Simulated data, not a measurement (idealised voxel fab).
The following process module bears the name voxel tone inversion.
Cross-section cut: width 170 nm, square cells of 5 nm.
Just so we're on the same page, the cross-sections are grids of square cells, and they're listed out in bands top to bottom, each band one or more rows deep. Band: top and bottom heights (nm) first, top before bottom; then materials from left to right, widths in nm. "everywhere" marks a sole material filling the band edge to edge. "empty" denotes empty space. Height is counted from the level 0, under which the received wafer is composed throughout of one material. The lowest of the bands is not closed at the bottom but continues downward, in the notation "from 0 down". Top row gets the first number, bottom row gets the second, and each row in between changes by the same step: that is how a band width like "30 to 40" works. Where the words "left unchanged" appear for a step, the cross-section shows no cell changed by that step; every cell remained as before. "Unvented cavities" lists enclosed empty spaces (at least 8 cells, no open path upward to the top), each as width x height at distance from the left edge, in nm. Read whatever lies past the settings on a step's line as the simulator's own remark about the step. overlay nm: right-of-plan distance of the mask on a masked step; negative values mean left-of-plan.
BELOW IS THE LIST OF PLANNED PROCESS STEPS
- 1: RECEIVE (material Si)
- 2: CONFORMAL_DEP (material SiN; thk nm 10)
- 3: DIRECTIONAL_DEP (material aC; thk nm 25)
- 4: PATTERN (tone cover; mask id POSTS; material resist; width nm 25; pitch nm 40; thk nm 30; overlay nm 0)
- 5: DIRECTIONAL_ETCH (etch materials aC; depth nm 25)
- 6: STRIP (etch materials resist)
- 7: FILL_DEP (material lowk; thk nm 10)
- 8: CMP (height nm 35)
- 9: STRIP (etch materials aC)
- 10: CONFORMAL_DEP (material TiN; thk nm 5)
- 11: FILL_DEP (material Ru; thk nm 10)
- 12: CMP (height nm 35)
- 13: CONFORMAL_DEP (material SiCN; thk nm 5)
FIRST OF TWO WAFERS, WITH THE RUN CARRIED OUT AS PLANNED
AS-RECEIVED WAFER CROSS-SECTION (AFTER STEP 1)
from 0 down: Si everywhere
Unvented cavities: none
THE WAFER, SEEN IN CROSS-SECTION, AFTER STEP 2
from 10 to 0: SiN everywhere
Below 0, no change.
THE WAFER, SEEN IN CROSS-SECTION, AFTER STEP 3
from 35 to 10: aC everywhere
Below 10, no change.
THE WAFER, SEEN IN CROSS-SECTION, AFTER STEP 4
from 65 to 35: empty=30  resist=25  empty=15  resist=25  empty=15  resist=25  empty=35
Below 35, no change.
THE WAFER, SEEN IN CROSS-SECTION, AFTER STEP 5
from 40 to 35: empty=30  resist=25  empty=15  resist=25  empty=15  resist=25  empty=35
from 35 to 10: empty=30  aC=25  empty=15  aC=25  empty=15  aC=25  empty=35
Below 10, no change.
THE WAFER, SEEN IN CROSS-SECTION, AFTER STEP 6
from 35 to 10: empty=30  aC=25  empty=15  aC=25  empty=15  aC=25  empty=35
Below 10, no change.
THE WAFER, SEEN IN CROSS-SECTION, AFTER STEP 7
from 45 to 35: lowk everywhere
from 35 to 10: lowk=30  aC=25  lowk=15  aC=25  lowk=15  aC=25  lowk=35
Below 10, no change.
THE WAFER, SEEN IN CROSS-SECTION, AFTER STEP 8
from 35 to 10: lowk=30  aC=25  lowk=15  aC=25  lowk=15  aC=25  lowk=35
Below 10, no change.
THE WAFER, SEEN IN CROSS-SECTION, AFTER STEP 9
from 35 to 10: lowk=30  empty=25  lowk=15  empty=25  lowk=15  empty=25  lowk=35
Below 10, no change.
THE WAFER, SEEN IN CROSS-SECTION, AFTER STEP 10
from 40 to 35: TiN=35  empty=15  TiN=25  empty=15  TiN=25  empty=15  TiN=40
from 35 to 15: lowk=30  TiN=5  empty=15  TiN=5  lowk=15  TiN=5  empty=15  TiN=5  lowk=15  TiN=5  empty=15  TiN=5  lowk=35
from 15 to 10: lowk=30  TiN=25  lowk=15  TiN=25  lowk=15  TiN=25  lowk=35
Below 10, no change.
THE WAFER, SEEN IN CROSS-SECTION, AFTER STEP 11
from 50 to 40: Ru everywhere
from 40 to 35: TiN=35  Ru=15  TiN=25  Ru=15  TiN=25  Ru=15  TiN=40
from 35 to 15: lowk=30  TiN=5  Ru=15  TiN=5  lowk=15  TiN=5  Ru=15  TiN=5  lowk=15  TiN=5  Ru=15  TiN=5  lowk=35
Below 15, no change.
THE WAFER, SEEN IN CROSS-SECTION, AFTER STEP 12
from 35 to 15: lowk=30  TiN=5  Ru=15  TiN=5  lowk=15  TiN=5  Ru=15  TiN=5  lowk=15  TiN=5  Ru=15  TiN=5  lowk=35
Below 15, no change.
THE WAFER, SEEN IN CROSS-SECTION, AFTER STEP 13
from 40 to 35: SiCN everywhere
Below 35, no change.
NOW THE OTHER WAFER: SAME START, SAME RECIPE, BUT WE MESSED UP ONE THING WHEN RUNNING IT. UP TO AND INCLUDING STEP 10 IT'S THE SAME AS THE FIRST ONE
CROSS-SECTION OF THE SECOND WAFER AT THE TIME BY WHICH STEP 11 SHOULD HAVE BEEN COMPLETED ACCORDING TO THE PLAN
from 60 to 40: Ru everywhere
from 40 to 35: TiN=35  Ru=15  TiN=25  Ru=15  TiN=25  Ru=15  TiN=40
from 35 to 15: lowk=30  TiN=5  Ru=15  TiN=5  lowk=15  TiN=5  Ru=15  TiN=5  lowk=15  TiN=5  Ru=15  TiN=5  lowk=35
Below 15, no change.
CROSS-SECTION OF THE SECOND WAFER AT THE TIME BY WHICH STEP 12 SHOULD HAVE BEEN COMPLETED ACCORDING TO THE PLAN
from 35 to 15: lowk=30  TiN=5  Ru=15  TiN=5  lowk=15  TiN=5  Ru=15  TiN=5  lowk=15  TiN=5  Ru=15  TiN=5  lowk=35
Below 15, no change.
CROSS-SECTION OF THE SECOND WAFER AT THE TIME BY WHICH STEP 13 SHOULD HAVE BEEN COMPLETED ACCORDING TO THE PLAN
from 40 to 35: SiCN everywhere
Below 35, no change.
In executing the process, a mistake was made relative to the plan: step 11 was run twice
Given identical final cross-sections on the two wafers, the mistake has no effect on any quantity computed by this model.
